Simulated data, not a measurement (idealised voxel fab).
A process module follows: voxel released beams.
In the cross-section labelled cut, the width is 205 nm and each square cell is 5 nm.
Cross-sections here: square-cell grids, written as top-down lists of bands, a band being one or more rows of cells. Band: top height; bottom height; in nm. Then, left to right: material with width in nm, for each material. "everywhere": a single material spanning edge to edge. "air": empty space. A quick word on heights: they are counted from 0, and under that level the wafer as it came to us is one material throughout. The lowest band is different from the rest in having no bottom; it simply continues downward, written as in "0 nm and below". A two-number width, for instance "30 to 40", indicates that the width is equal to the first number in the top row of the band and to the second number in the bottom row, and that it changes by a constant amount per row of cells. It should be understood that the words "nothing different", when stated for a given step, signify that the cross-section underwent no change in any of its cells during that step. In "Fully sealed cavities" the enclosed voids are listed, meaning empty spaces of 8 cells or larger without any opening to the top. The form is width x height at distance, distance from the left edge, units nm. Formally, on a step line, whatever follows the settings is a remark that the simulator itself makes on the step. The line of a step may include "overlay nm". On a step with a mask, this value is how far to the right of its planned place the mask lay. A negative value means the mask lay to the left.
Steps planned for the process
| 1 | RECEIVE (material Si) |
| 2 | CONFORMAL_DEP (material Al2O3; thk nm 10) |
| 3 | DIRECTIONAL_DEP (material SiO2; thk nm 15) |
| 4 | DIRECTIONAL_DEP (material aC; thk nm 10) |
| 5 | PATTERN (tone open; mask id ANCHOR; material resist; width nm 30; thk nm 30; overlay nm 0) |
| 6 | DIRECTIONAL_ETCH (etch materials aC; depth nm 10) |
| 7 | STRIP (etch materials resist) |
| 8 | DIRECTIONAL_ETCH (etch materials SiO2; depth nm 15) |
| 9 | STRIP (etch materials aC) |
| 10 | CONFORMAL_DEP (material SiN; thk nm 10) |
| 11 | PATTERN (tone cover; mask id BEAM; material resist; width nm 100; thk nm 20; overlay nm 0) |
| 12 | DIRECTIONAL_ETCH (etch materials SiN; depth nm 10) |
| 13 | STRIP (etch materials resist) |
| 14 | STRIP (etch materials SiO2) |
Wafer at receipt (post step 1), cross-section
* 0 nm and below | Si everywhere
* Fully sealed cavities: none
Cross-sectional result after module completion. Note: starting condition and plan are unchanged from above; one processing mistake was made
* 35 nm to 25 nm | air 50; SiN 45; air 110
* 25 nm to 20 nm | air 45; SiN 10; SiO2 30; SiN 10; air 110
* 20 nm to 10 nm | air 45; SiN 10; SiO2 30; SiN 65; air 55
* 10 nm to 0 nm | Al2O3 everywhere
* 0 nm and below | Si everywhere
* Fully sealed cavities: none
What was the processing mistake? step 5 changed vs plan, executed as PATTERN (tone cover; mask id ANCHOR; material resist; width nm 30; thk nm 30; overlay nm 0)
